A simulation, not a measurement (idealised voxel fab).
Module name: voxel local oxidation (process module)
Each square cell in cross-section cut measures 5 nm, and the section as a whole is 255 nm wide.
This document writes a cross-section as a grid whose cells are square, and gives it as bands, listed from the top down; one or more rows of cells form a band. Top height, bottom height, nm. Materials left to right, width each, nm. Single material + "full width" = fills band edge to edge. "blank" = empty. Heights are reckoned from 0. Under this level, the received wafer is all of one material. The bottommost band is open-ended downward, for example "z 0 and below". Per-row width for "30->40": begins at first number (top row of band), ends at second number (bottom row), increment between rows held constant. Given "remained unchanged" for a step, no cell of the cross-section differs between before and after that step. "Voids lacking openings" means: voids of 8 cells or more that are shut off from the top with no open way through. Written width x height at distance, distance from the left edge, in nm. On a step's line, text after the settings is the simulator commenting on that step. overlay nm: step with mask; distance mask lay right of planned place; negative value = left of planned place.

List of planned process steps
| 1 | RECEIVE,material Si |
| 2 | CONFORMAL_DEP,material SiO2,thk nm 5 |
| 3 | CONFORMAL_DEP,material SiN,thk nm 15 |
| 4 | PATTERN,tone cover,mask id ACTIVE,material resist,width nm 95,thk nm 20,overlay nm 0 |
| 5 | DIRECTIONAL_ETCH,etch materials SiN,depth nm 15 |
| 6 | STRIP,etch materials resist |
| 7 | SELECTIVE_ETCH,etch materials SiO2,depth nm 5 |
| 8 | OXIDIZE,depth nm 10 |
| 9 | STRIP,etch materials SiN |

Cross-section of the wafer at receipt, which is the condition after step 1
    z 0 and below = Si full width
    Voids lacking openings: none

Here's the cross-section of the first of our two wafers at the end of the module - it ran as planned
    z 5 to 0 = 85 nm blank, 85 nm SiO2, 85 nm blank
    z 0 to -10 = 95 nm SiO2, 65 nm Si, 95 nm SiO2
    z -10 and below = Si full width
    Voids lacking openings: none

Wafer two cross-section, module end. Start and plan unchanged from wafer one; one mistake made during the run
    z 15 to 0 = SiO2 full width
    z 0 and below = Si full width
    Voids lacking openings: none
The plan and the run diverged here: step 3 off recipe, ran as CONFORMAL_DEP,material SiO2,thk nm 15
End check, counted in cells, second wafer has more or fewer of these materials than the first: Si: 76 more; SiO2: 60 more
